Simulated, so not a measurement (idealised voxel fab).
Title: Process Module voxel capacitor over wiring
Cross-sectional view cut (width: 195 nm; square cell size: 5 nm).
Heads up, the way a cross-section reads in here is a grid of square cells, handed over as bands from the top down, with every band being one or more rows of cells. The entry gives the band's vertical extent as a top height and a bottom height in nm, then its horizontal make-up as materials from left to right, each with a width in nm. "empty" stands for empty space; a single material marked "everywhere" fills the band edge to edge. Measure heights from 0. That's the level where, below it, the as-received wafer is all one material. The lowest band is bottomless and extends downward; write it as in "top 0, no bottom". The two numbers in a width such as "30->40" mark its ends across the band: the first belongs to the top row of cells, the second to the bottom row, and from each row to the next the width moves by the same amount. "stayed the same" means the step left every cell of the cross-section as it was. Each empty space that has no open way to the top and spans at least 8 cells appears under "Enclosed void inventory" as width x height at distance, the distance counted from the left edge, all in nm. Whatever follows a step's settings on its line is a remark the simulator itself makes about that step. overlay nm: on a step with a mask, how far right of its planned place the mask lay; negative means left.
## The planned process steps are enumerated hereunder
1. RECEIVE,material Si
2. CONFORMAL_DEP,material SiO2,thk nm 15
3. CONFORMAL_DEP,material SiN,thk nm 5
4. DIRECTIONAL_DEP,material lowk,thk nm 15
5. DIRECTIONAL_DEP,material aC,thk nm 15
6. PATTERN,tone open,mask id METAL_1,material resist,width nm 30,pitch nm 80,thk nm 30,overlay nm 0
7. DIRECTIONAL_ETCH,etch materials aC,depth nm 15
8. STRIP,etch materials resist
9. DIRECTIONAL_ETCH,etch materials lowk,depth nm 15
10. DIRECTIONAL_ETCH,etch materials SiN,depth nm 5
11. STRIP,etch materials aC
12. CONFORMAL_DEP,material TiN,thk nm 5
13. FILL_DEP,material Ru,thk nm 10
14. CMP,height nm 35
15. CONFORMAL_DEP,material SiCN,thk nm 5
16. DIRECTIONAL_DEP,material SiO2,thk nm 15
17. MASKED_ETCH,tone open,mask id PLUG_1,width nm 15,etch materials SiO2,depth nm 15,overlay nm 0
18. MASKED_ETCH,tone open,mask id PLUG_1,width nm 15,etch materials SiCN,depth nm 5,overlay nm 0
19. EPI,material Ru,thk nm 10
20. EPI,material Ru,thk nm 10
21. DIRECTIONAL_DEP,material TiN,thk nm 5
22. DIRECTIONAL_DEP,material HfO2,thk nm 5
23. DIRECTIONAL_DEP,material TiN,thk nm 5
24. MASKED_ETCH,tone cover,mask id UPPER_PLATE,width nm 55,etch materials TiN,depth nm 5,overlay nm 0
25. MASKED_ETCH,tone cover,mask id UPPER_PLATE,width nm 55,etch materials HfO2,depth nm 5,overlay nm 0
26. MASKED_ETCH,tone cover,mask id LOWER_PLATE,width nm 65,etch materials TiN,depth nm 5,overlay nm -15
27. FILL_DEP,material SiO2,thk nm 20
28. CMP,height nm 85
29. PATTERN,tone open,mask id PLUG_2,material resist,width nm 15,thk nm 15,overlay nm 0
30. DIRECTIONAL_ETCH,etch materials SiO2,depth nm 15
31. STRIP,etch materials resist
32. CONFORMAL_DEP,material TiN,thk nm 5
33. FILL_DEP,material W,thk nm 5
34. CMP,height nm 85
35. CONFORMAL_DEP,material SiCN,thk nm 5
Same starting wafers, different overlay nm at step 26. Plan value belongs to the first wafer.
## The first of several wafers as received, shown in cross-section; this is its state after step 1
	top 0, no bottom | Si everywhere
	Enclosed void inventory: none
## End of the module, past its last step, step 35: how the first of several wafers looks in cross-section
	top 90, bottom 85 | SiCN everywhere
	top 85, bottom 75 | 65 of SiO2  5 of TiN  5 of W  5 of TiN  115 of SiO2
	top 75, bottom 65 | 65->55 of SiO2  15->45 of TiN  115->95 of SiO2
	top 65, bottom 60 | 55 of SiO2  55 of HfO2  85 of SiO2
	top 60, bottom 55 | 35 of SiO2  75 of TiN  85 of SiO2
	top 55, bottom 40 | 55 of SiO2  15 of Ru  125 of SiO2
	top 40, bottom 35 | 55 of SiCN  15 of Ru  125 of SiCN
	top 35, bottom 20 | 40 of lowk  5 of TiN  20 of Ru  5 of TiN  50 of lowk  5 of TiN  20 of Ru  5 of TiN  45 of lowk
	top 20, bottom 15 | 40 of SiN  30 of TiN  50 of SiN  30 of TiN  45 of SiN
	top 15, bottom 0 | SiO2 everywhere
	top 0, no bottom | Si everywhere
	Enclosed void inventory: none
## X-section, last wafer, module end
	top 90, bottom 85 | SiCN everywhere
	top 85, bottom 75 | 65 of SiO2  5 of TiN  5 of W  5 of TiN  115 of SiO2
	top 75, bottom 65 | 65 of SiO2  15->45 of TiN  115->85 of SiO2
	top 65, bottom 60 | 55 of SiO2  55 of HfO2  85 of SiO2
	top 60, bottom 55 | 55 of SiO2  75 of TiN  65 of SiO2
	top 55, bottom 40 | 55 of SiO2  15 of Ru  125 of SiO2
	top 40, bottom 35 | 55 of SiCN  15 of Ru  125 of SiCN
	top 35, bottom 20 | 40 of lowk  5 of TiN  20 of Ru  5 of TiN  50 of lowk  5 of TiN  20 of Ru  5 of TiN  45 of lowk
	top 20, bottom 15 | 40 of SiN  30 of TiN  50 of SiN  30 of TiN  45 of SiN
	top 15, bottom 0 | SiO2 everywhere
	top 0, no bottom | Si everywhere
	Enclosed void inventory: none
## Where each wafer stands at the end of the module, a row apiece: cells of each material gained (+) or lost (-) since it was received, then closed voids
overlay nm -15; +11 HfO2; +36 Ru; +75 SiCN; +27 SiN; +415 SiO2; +55 TiN; +2 W; +81 lowk; Enclosed void inventory: none
overlay nm -10; +11 HfO2; +36 Ru; +75 SiCN; +27 SiN; +415 SiO2; +55 TiN; +2 W; +81 lowk; Enclosed void inventory: none
overlay nm -5; +11 HfO2; +36 Ru; +75 SiCN; +27 SiN; +415 SiO2; +55 TiN; +2 W; +81 lowk; Enclosed void inventory: none
overlay nm 0; +11 HfO2; +36 Ru; +75 SiCN; +27 SiN; +415 SiO2; +55 TiN; +2 W; +81 lowk; Enclosed void inventory: none
overlay nm 5; +11 HfO2; +36 Ru; +75 SiCN; +27 SiN; +415 SiO2; +55 TiN; +2 W; +81 lowk; Enclosed void inventory: none
overlay nm 10; +11 HfO2; +36 Ru; +75 SiCN; +27 SiN; +415 SiO2; +55 TiN; +2 W; +81 lowk; Enclosed void inventory: none
overlay nm 15; +11 HfO2; +36 Ru; +75 SiCN; +27 SiN; +415 SiO2; +55 TiN; +2 W; +81 lowk; Enclosed void inventory: none
